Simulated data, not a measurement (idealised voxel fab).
Presented below is a process module, voxel transistor to metal.
Cross-section cut: width 160 nm, square cells of 5 nm.
The cross-sections in this document take the form of a grid made of square cells. They are written out as bands, in order from top to bottom. Each band consists of one or more rows of cells. Heights first: top, then bottom, in nm. Then materials, left to right, each with a width in nm. "throughout" on a single material: fills the band edge to edge. "empty": empty space. Below 0: as-received wafer, all one material; heights counted from there. Lowest band: no bottom, goes on down, written "0 down". The expression "30 to 40" gives the width at the extremes of the band, the first number at its top row of cells and the second at its bottom row, with the width changing by equal amounts from each row to the next in between. "no alteration" -> step changed no cross-section cell. Entry "Closed void listing" = empty spaces >= 8 cells with no open way to the top; each as width x height at distance, distance from left edge, all nm. If you see something after the settings on a step's line, that's the simulator's own remark about that step. The "overlay nm" setting may appear on a step's line; for a step that uses a mask, it gives how far to the right of its planned position the mask lay, and a negative value indicates the left.

## Steps planned for the process
1. RECEIVE,material Si
2. CONFORMAL_DEP,material SiO2,thk nm 5
3. CONFORMAL_DEP,material SiN,thk nm 10
4. PATTERN,tone cover,mask id ACTIVE,material resist,width nm 90,thk nm 20,overlay nm 0
5. DIRECTIONAL_ETCH,etch materials SiN,depth nm 10
6. DIRECTIONAL_ETCH,etch materials SiO2,depth nm 5
7. DIRECTIONAL_ETCH,etch materials Si,depth nm 30
8. STRIP,etch materials resist
9. OXIDIZE,depth nm 5
10. FILL_DEP,material SiO2,thk nm 15
11. CMP,height nm 15
12. SELECTIVE_ETCH,etch materials SiO2,depth nm 5
13. STRIP,etch materials SiN
14. SELECTIVE_ETCH,etch materials SiO2,depth nm 5
15. OXIDIZE,depth nm 5
16. DIRECTIONAL_DEP,material polySi,thk nm 25
17. DIRECTIONAL_DEP,material SiCN,thk nm 15
18. DIRECTIONAL_DEP,material aC,thk nm 15
19. PATTERN,tone cover,mask id GATE,material resist,width nm 30,thk nm 30,overlay nm 0
20. DIRECTIONAL_ETCH,etch materials aC,depth nm 15
21. STRIP,etch materials resist
22. DIRECTIONAL_ETCH,etch materials SiCN,depth nm 25
23. DIRECTIONAL_ETCH,etch materials polySi,depth nm 35
24. STRIP,etch materials aC
25. CONFORMAL_DEP,material SiN,thk nm 5
26. DIRECTIONAL_ETCH,etch materials SiN,depth nm 5
27. DIRECTIONAL_ETCH,etch materials SiO2,depth nm 5
28. DIRECTIONAL_ETCH,etch materials Si,depth nm 15
29. EPI,material pSi,thk nm 15
30. FILL_DEP,material SiO2,thk nm 10
31. CMP,height nm 25
32. STRIP,etch materials polySi
33. SELECTIVE_ETCH,etch materials SiO2,depth nm 5
34. CONFORMAL_DEP,material HfO2,thk nm 5
35. CONFORMAL_DEP,material TiN,thk nm 5
36. FILL_DEP,material W,thk nm 5
37. CMP,height nm 20
38. DIRECTIONAL_DEP,material SiO2,thk nm 10
39. MASKED_ETCH,tone open,mask id CONTACT,width nm 15,pitch nm 75,etch materials SiO2,depth nm 35,overlay nm 0
40. CONFORMAL_DEP,material TiN,thk nm 5
41. FILL_DEP,material Ru,thk nm 5
42. CMP,height nm 30
43. CONFORMAL_DEP,material SiN,thk nm 5
44. DIRECTIONAL_DEP,material SiO2,thk nm 25
45. PATTERN,tone open,mask id METAL_1,material resist,width nm 15,pitch nm 75,thk nm 20,overlay nm 0
46. DIRECTIONAL_ETCH,etch materials SiO2,depth nm 25
47. DIRECTIONAL_ETCH,etch materials SiN,depth nm 5
48. STRIP,etch materials resist
49. CONFORMAL_DEP,material TiN,thk nm 5
50. FILL_DEP,material Cu,thk nm 10
51. CMP,height nm 60
52. EPI,material Ru,thk nm 5
53. FILL_DEP,material SiCN,thk nm 5
The plan shows the width nm of step 4 as the first wafer had it; this setting differs between the wafers, which start out alike.

## Cross-section of the first of several received wafers, showing its state after step 1
    0 down = Si throughout
    Closed void listing: none

## Rows = wafers. At module end, each row lists per material the cells gained (+) or lost (-) since the wafer was received, then the closed voids
width nm 90; +10 Cu; +16 HfO2; +16 Ru; -152 Si; +54 SiCN; +36 SiN; +354 SiO2; +66 TiN; +6 W; +42 pSi; Closed void listing: none
width nm 95; +10 Cu; +16 HfO2; +16 Ru; -149 Si; +54 SiCN; +36 SiN; +348 SiO2; +66 TiN; +6 W; +45 pSi; Closed void listing: none
width nm 100; +10 Cu; +16 HfO2; +16 Ru; -146 Si; +54 SiCN; +36 SiN; +342 SiO2; +66 TiN; +6 W; +48 pSi; Closed void listing: none
width nm 105; +10 Cu; +16 HfO2; +16 Ru; -143 Si; +54 SiCN; +36 SiN; +336 SiO2; +66 TiN; +6 W; +51 pSi; Closed void listing: none
width nm 110; +10 Cu; +16 HfO2; +16 Ru; -140 Si; +54 SiCN; +36 SiN; +330 SiO2; +66 TiN; +6 W; +54 pSi; Closed void listing: none
width nm 115; +10 Cu; +16 HfO2; +16 Ru; -137 Si; +54 SiCN; +36 SiN; +324 SiO2; +66 TiN; +6 W; +57 pSi; Closed void listing: none
